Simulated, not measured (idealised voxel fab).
process module | voxel double patterning
cross-section cut | 260 nm wide | cells 5 nm
A cross-section is a grid of square cells, given in bands from the top down. A band is one or more rows of cells.
Each band's line starts with the height of the band's top and of its bottom, in nm. Then come its materials from left to right, each with its width in nm. One material with "throughout" fills the band from edge to edge. "air" is empty space.
Height 0 is the level under which the wafer as received is all one material. The lowest band goes on downwards, as in "0 down".
A width such as "30 to 40" changes by the same amount from each row of cells to the next, from the band's top row to its bottom row.
"no change" after a step means that no cell of the cross-section changed.
closed voids: empty space of 8 cells or more with no open way to the top, each as width x height at its distance from the left edge, in nm
after a step's settings: what the simulator itself notes on the step
overlay nm, on a step with a mask: how far to the right of its planned place the mask lay; to the left if negative
plan
1 op RECEIVE | material Si
2 op CONFORMAL_DEP | material SiO2 | thk nm 5
3 op DIRECTIONAL_DEP | material TiN | thk nm 20
4 op DIRECTIONAL_DEP | material SiCN | thk nm 10
5 op DIRECTIONAL_DEP | material aC | thk nm 15
6 op PATTERN | tone open | mask id FIRST | material resist | width nm 15 | pitch nm 50 | thk nm 30 | overlay nm 0
7 op DIRECTIONAL_ETCH | etch materials aC | depth nm 15
8 op STRIP | etch materials resist
9 op DIRECTIONAL_ETCH | etch materials SiCN | depth nm 10
10 op STRIP | etch materials aC
11 op MASKED_ETCH | tone open | mask id SECOND | width nm 15 | etch materials SiCN | depth nm 10 | overlay nm 0
12 op DIRECTIONAL_ETCH | etch materials TiN | depth nm 20
13 op STRIP | etch materials SiCN
as received, after step 1
  0 down: Si throughout
  closed voids: none
first wafer at the end, as planned
  25 to 5: TiN 95 | air 15 | TiN 10 | air 15 | TiN 10 | air 15 | TiN 100
  5 to 0: SiO2 throughout
  0 down: Si throughout
  closed voids: none
second wafer at the end: like start, like plan, one mistake
  20 to 0: TiN 95 | air 15 | TiN 10 | air 15 | TiN 10 | air 15 | TiN 100
  0 down: Si throughout
  closed voids: none
what went wrong: step 2 was left out
at the end the second wafer has, in cells: 52 fewer of SiO2
